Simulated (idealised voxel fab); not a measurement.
The process module that follows is named voxel transistor to metal.
The cross-section shown here is cut; it is 205 nm wide and divided into square cells measuring 5 nm on a side.
Bands, listed from the top down, are how a cross-section gets written in this document; the cross-section itself is a grid of square cells, and a band is one or more rows of them.
What a band's entry tells you: where the top is and where the bottom is, as heights in nm, and after that what lies inside, material by material from left to right, each with its width in nm. Empty space is written as the word "empty", and a single material marked with the word "full width" occupies the band from edge to edge.
For the purposes of this specification, 0 denotes the height below which the wafer in its as-received condition is composed wholly of one material, and the lowermost band, lacking a lower limit, extends downward without end, as expressed in "0 nm and below".
The expression "30..40" gives the width at the extremes of the band, the first number at its top row of cells and the second at its bottom row, with the width changing by equal amounts from each row to the next in between.
Step note "nothing altered" = no cross-section cell changed.
Closed-off voids of 8+ cells (no open route to the top) go in "Trapped void list", written width x height at distance from the left edge, in nm.
It should be noted that, on the line of a given step, the content following the step's settings is a remark produced by the simulator itself with respect to that step.
overlay nm: right-of-plan distance of the mask on a masked step; negative values mean left-of-plan.
# The process steps that were planned are listed below
step 1: RECEIVE with material Si
step 2: OXIDIZE with depth nm 5
step 3: CONFORMAL_DEP with material SiN, thk nm 15
step 4: MASKED_ETCH with tone cover, mask id ACTIVE, width nm 110, etch materials SiN, depth nm 15, overlay nm 0
step 5: MASKED_ETCH with tone cover, mask id ACTIVE, width nm 110, etch materials SiO2, depth nm 5, overlay nm 0
step 6: MASKED_ETCH with tone cover, mask id ACTIVE, width nm 110, etch materials Si, depth nm 25, overlay nm 0
step 7: FILL_DEP with material SiO2, thk nm 10
step 8: CMP with height nm 15
step 9: SELECTIVE_ETCH with etch materials SiO2, depth nm 5
step 10: STRIP with etch materials SiN
step 11: SELECTIVE_ETCH with etch materials SiO2, depth nm 5
step 12: OXIDIZE with depth nm 5
step 13: DIRECTIONAL_DEP with material polySi, thk nm 25
step 14: DIRECTIONAL_DEP with material SiCN, thk nm 10
step 15: PATTERN with tone cover, mask id GATE, material resist, width nm 30, thk nm 20, overlay nm 0
step 16: DIRECTIONAL_ETCH with etch materials SiCN, depth nm 20
step 17: DIRECTIONAL_ETCH with etch materials polySi, depth nm 35
step 18: STRIP with etch materials resist
step 19: CONFORMAL_DEP with material SiO2, thk nm 5
step 20: DIRECTIONAL_ETCH with etch materials SiO2, depth nm 5
step 21: CONFORMAL_DEP with material SiN, thk nm 10
step 22: DIRECTIONAL_ETCH with etch materials SiN, depth nm 10
step 23: DIRECTIONAL_ETCH with etch materials SiO2, depth nm 5
step 24: DIRECTIONAL_ETCH with etch materials Si, depth nm 5
step 25: EPI with material nSi, thk nm 5
step 26: FILL_DEP with material SiO2, thk nm 5
step 27: CMP with height nm 20
step 28: STRIP with etch materials polySi
step 29: SELECTIVE_ETCH with etch materials SiO2, depth nm 5
step 30: CONFORMAL_DEP with material HfO2, thk nm 5
step 31: CONFORMAL_DEP with material TiN, thk nm 5
step 32: FILL_DEP with material W, thk nm 5
step 33: CMP with height nm 15
step 34: DIRECTIONAL_DEP with material SiO2, thk nm 15
step 35: MASKED_ETCH with tone open, mask id CONTACT, width nm 15, pitch nm 80, etch materials SiO2, depth nm 40, overlay nm 0
step 36: CONFORMAL_DEP with material TiN, thk nm 5
step 37: FILL_DEP with material W, thk nm 5
step 38: CMP with height nm 30
step 39: DIRECTIONAL_DEP with material TiN, thk nm 5
step 40: DIRECTIONAL_DEP with material Ru, thk nm 15
step 41: PATTERN with tone cover, mask id METAL_1, material resist, width nm 20, pitch nm 80, thk nm 15, overlay nm 0
step 42: DIRECTIONAL_ETCH with etch materials Ru, depth nm 15
step 43: DIRECTIONAL_ETCH with etch materials TiN, depth nm 5
step 44: STRIP with etch materials resist
step 45: CONFORMAL_DEP with material SiCN, thk nm 5
step 46: FILL_DEP with material SiO2, thk nm 10
step 47: CMP with height nm 50
step 48: CONFORMAL_DEP with material SiN, thk nm 5
Be aware that, although all wafers share a common starting state, the width nm at step 35 differs among them, and the plan displays the first wafer's value.
# Here's the first of the wafers in cross-section, just as we got it, i.e. after step 1
	0 nm and below  Si full width
	Trapped void list: none
# Note: the following table is arranged by wafer, a row apiece. Each row reports the end-of-module state: per material, cells gained (+) or cells lost (-) compared with the wafer as received; closed voids follow
width nm 15, +16 HfO2, +24 Ru, -164 Si, +45 SiCN, +65 SiN, +381 SiO2, +52 TiN, +22 W, +10 nSi, Trapped void list: none
width nm 20, +16 HfO2, +24 Ru, -164 Si, +45 SiCN, +65 SiN, +369 SiO2, +54 TiN, +32 W, +10 nSi, Trapped void list: none
width nm 25, +16 HfO2, +24 Ru, -164 Si, +45 SiCN, +65 SiN, +361 SiO2, +56 TiN, +38 W, +10 nSi, Trapped void list: none
width nm 30, +16 HfO2, +24 Ru, -164 Si, +45 SiCN, +65 SiN, +353 SiO2, +58 TiN, +44 W, +10 nSi, Trapped void list: none
width nm 35, +16 HfO2, +24 Ru, -164 Si, +45 SiCN, +65 SiN, +342 SiO2, +63 TiN, +50 W, +10 nSi, Trapped void list: none
